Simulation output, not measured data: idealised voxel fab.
The process module that follows is named voxel self aligned vias.
Pictured: cross-section cut, 220 nm wide, on a grid of 5 nm square cells.
Heads up, the way a cross-section reads in here is a grid of square cells, handed over as bands from the top down, with every band being one or more rows of cells. Each band's line starts with the height of the band's top and of its bottom, in nm. Then come its materials from left to right, each with its width in nm. One material with "throughout" fills the band from edge to edge. "blank" is empty space. Counting heights begins at 0, where everything beneath is, in the wafer as received, one material. The lowest band has no bottom; it goes on downwards, as "0 and below" shows. The width entry "30..40" should be interpreted row by row: the top row of cells in the band takes the first number, the bottom row takes the second number, and the change between adjacent rows is uniform throughout. The cross-section has no changed cell in any step marked "stayed the same". Entry "Closed internal voids" = empty spaces >= 8 cells with no open way to the top; each as width x height at distance, distance from left edge, all nm. Step line, after settings: the simulator's comment on this step. A step's line can hold "overlay nm"; with a mask on that step, the setting says how far right of the planned place the mask lay, while a negative setting says it lay to the left.

THESE ARE THE STEPS WE PLANNED FOR THE PROCESS
step 1: RECEIVE,material Si
step 2: CONFORMAL_DEP,material SiO2,thk nm 10
step 3: CONFORMAL_DEP,material SiCN,thk nm 5
step 4: DIRECTIONAL_DEP,material lowk,thk nm 25
step 5: PATTERN,tone open,mask id LINES,material resist,width nm 20,pitch nm 55,thk nm 15,overlay nm 0
step 6: DIRECTIONAL_ETCH,etch materials lowk,depth nm 25
step 7: STRIP,etch materials resist
step 8: CONFORMAL_DEP,material TiN,thk nm 5
step 9: FILL_DEP,material Ru,thk nm 5
step 10: CMP,height nm 40
step 11: SELECTIVE_ETCH,etch materials W Ru TiN,depth nm 10
step 12: FILL_DEP,material SiN,thk nm 10
step 13: CMP,height nm 40
step 14: DIRECTIONAL_DEP,material lowk,thk nm 20
step 15: MASKED_ETCH,tone open,mask id VIAS,width nm 40,etch materials lowk,depth nm 20,overlay nm 0
step 16: MASKED_ETCH,tone open,mask id VIAS,width nm 40,etch materials SiN,depth nm 10,overlay nm 0
step 17: CONFORMAL_DEP,material TiN,thk nm 5
step 18: FILL_DEP,material W,thk nm 10
step 19: CMP,height nm 60
step 20: CONFORMAL_DEP,material SiCN,thk nm 5

WAFER CROSS-SECTION ON RECEIPT, I.E. AFTER STEP 1
> 0 and below | Si throughout
> Closed internal voids: none

STARTING WAFER: ABOVE. PLAN: ABOVE. RUN: ONE MISTAKE. CROSS-SECTION AFTER THE MODULE: BELOW
> 65 down to 60 | SiCN throughout
> 60 down to 45 | 60 of lowk  5 of TiN  30 of W  5 of TiN  120 of lowk
> 45 down to 40 | 60 of lowk  15 of TiN  10 of W  15 of TiN  120 of lowk
> 40 down to 35 | 70 of lowk  5 of TiN  10 of W  5 of TiN  35 of lowk  20 of SiN  75 of lowk
> 35 down to 30 | 70 of lowk  20 of TiN  35 of lowk  20 of SiN  75 of lowk
> 30 down to 20 | 70 of lowk  5 of TiN  10 of Ru  5 of TiN  35 of lowk  5 of TiN  10 of Ru  5 of TiN  75 of lowk
> 20 down to 15 | 70 of lowk  20 of TiN  35 of lowk  20 of TiN  75 of lowk
> 15 down to 5 | SiO2 throughout
> 5 down to 0 | SiCN throughout
> 0 and below | Si throughout
> Closed internal voids: none
Which mistake was made when the wafer was run? the run placed steps 2 and 3 each in the position the plan gave to the other
